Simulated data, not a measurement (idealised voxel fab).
The following process module bears the name voxel gate over fins.
Cross-section cut: width 195 nm, square cells of 5 nm.
In what follows, cross-sections appear as grids of square cells, described through bands that run from the top down, where every band is one or more rows of cells. Heights first: top, then bottom, in nm. Then materials, left to right, each with a width in nm. "all across" on a single material: fills the band edge to edge. "air": empty space. Counting heights begins at 0, where everything beneath is, in the wafer as received, one material. The lowest band has no bottom; it goes on downwards, as "top 0, no bottom" shows. Note: "30->40" means the width goes from the first number (top row of the band) to the second number (bottom row) in equal steps per row of cells. "no alteration" -> step changed no cross-section cell. Empty spaces without an open route to the top, at least 8 cells in extent, make up the entry "Entrapped void list"; each is given as width x height at distance, where the distance is measured from the left edge, and all are in nm. That trailing text on a step's line, after the settings, is the simulator's own remark on the step. "overlay nm" answers the question of how far to the right of plan the mask lay on a step that has a mask, and when it is negative the answer is to the left.

[This section lists the process steps that were planned]
1. RECEIVE [material Si]
2. CONFORMAL_DEP [material SiN] [thk nm 5]
3. DIRECTIONAL_DEP [material aC] [thk nm 10]
4. PATTERN [tone cover] [mask id FINS] [material resist] [width nm 15] [pitch nm 40] [thk nm 25] [overlay nm 0]
5. DIRECTIONAL_ETCH [etch materials aC] [depth nm 10]
6. STRIP [etch materials resist]
7. DIRECTIONAL_ETCH [etch materials SiN] [depth nm 5]
8. DIRECTIONAL_ETCH [etch materials Si] [depth nm 40]
9. STRIP [etch materials aC]
10. OXIDIZE [depth nm 5]
11. FILL_DEP [material SiO2] [thk nm 15]
12. CMP [height nm 5]
13. SELECTIVE_ETCH [etch materials SiO2] [depth nm 15]
14. STRIP [etch materials SiN]
15. CONFORMAL_DEP [material HfO2] [thk nm 5]
16. CONFORMAL_DEP [material TiN] [thk nm 5]
17. CONFORMAL_DEP [material TiAl] [thk nm 5]
18. CONFORMAL_DEP [material TiN] [thk nm 5]
19. FILL_DEP [material W] [thk nm 10]
20. CMP [height nm 25]
21. CONFORMAL_DEP [material SiN] [thk nm 10]

[This is the cross-section of the wafer as we received it, i.e. after step 1]
    top 0, no bottom  Si all across
    Entrapped void list: none

[The first of two wafers, cross-sectioned at the end of the module, with the run proceeding as planned]
    top 35, bottom 25  SiN all across
    top 25, bottom 20  W all across
    top 20, bottom 15  W 55; TiN 85; W 55
    top 15, bottom 10  W 55; TiN 5; TiAl 35; TiN 5; TiAl 35; TiN 5; W 55
    top 10, bottom 5  TiN 60; TiAl 5; TiN 25; TiAl 5; TiN 5; TiAl 5; TiN 25; TiAl 5; TiN 60
    top 5, bottom 0  TiAl 65; TiN 5; HfO2 15; TiN 5; TiAl 15; TiN 5; HfO2 15; TiN 5; TiAl 65
    top 0, bottom -5  TiN 70; HfO2 5; Si 5; HfO2 5; TiN 25; HfO2 5; Si 5; HfO2 5; TiN 70
    top -5, bottom -10  HfO2 75; Si 5; HfO2 35; Si 5; HfO2 75
    top -10, bottom -45  SiO2 75; Si 5; SiO2 35; Si 5; SiO2 75
    top -45, no bottom  Si all across
    Entrapped void list: none

[End-of-module cross-section of the second wafer: identical starting point and process plan to the first, with one processing mistake]
    top 35, bottom 25  SiN all across
    top 25, bottom 20  W all across
    top 20, bottom 15  W 55; TiN 85; W 55
    top 15, bottom 10  W 55; TiN 5; TiAl 35; TiN 5; TiAl 35; TiN 5; W 55
    top 10, bottom 5  W 55; TiN 5; TiAl 5; TiN 25; TiAl 5; TiN 5; TiAl 5; TiN 25; TiAl 5; TiN 5; W 55
    top 5, bottom 0  W 55; TiN 5; TiAl 5; TiN 5; HfO2 15; TiN 5; TiAl 5; TiN 5; TiAl 5; TiN 5; HfO2 15; TiN 5; TiAl 5; TiN 5; W 55
    top 0, bottom -5  W 55; TiN 5; TiAl 5; TiN 5; HfO2 5; Si 5; HfO2 5; TiN 5; TiAl 5; TiN 5; TiAl 5; TiN 5; HfO2 5; Si 5; HfO2 5; TiN 5; TiAl 5; TiN 5; W 55
    top -5, bottom -10  TiN 60; TiAl 5; TiN 5; HfO2 5; Si 5; HfO2 5; TiN 5; TiAl 5; TiN 5; TiAl 5; TiN 5; HfO2 5; Si 5; HfO2 5; TiN 5; TiAl 5; TiN 60
    top -10, bottom -15  TiAl 65; TiN 5; HfO2 5; Si 5; HfO2 5; TiN 5; TiAl 15; TiN 5; HfO2 5; Si 5; HfO2 5; TiN 5; TiAl 65
    top -15, bottom -20  TiN 70; HfO2 5; Si 5; HfO2 5; TiN 25; HfO2 5; Si 5; HfO2 5; TiN 70
    top -20, bottom -25  HfO2 75; Si 5; HfO2 35; Si 5; HfO2 75
    top -25, bottom -45  SiO2 75; Si 5; SiO2 35; Si 5; SiO2 75
    top -45, no bottom  Si all across
    Entrapped void list: none
Plan not followed: twice, step 13 of the plan was run
Final tally in cells, some materials are higher or lower on the second wafer than on the first: 12 more of HfO2; 111 fewer of SiO2; 12 more of TiAl; 21 more of TiN; 66 more of W
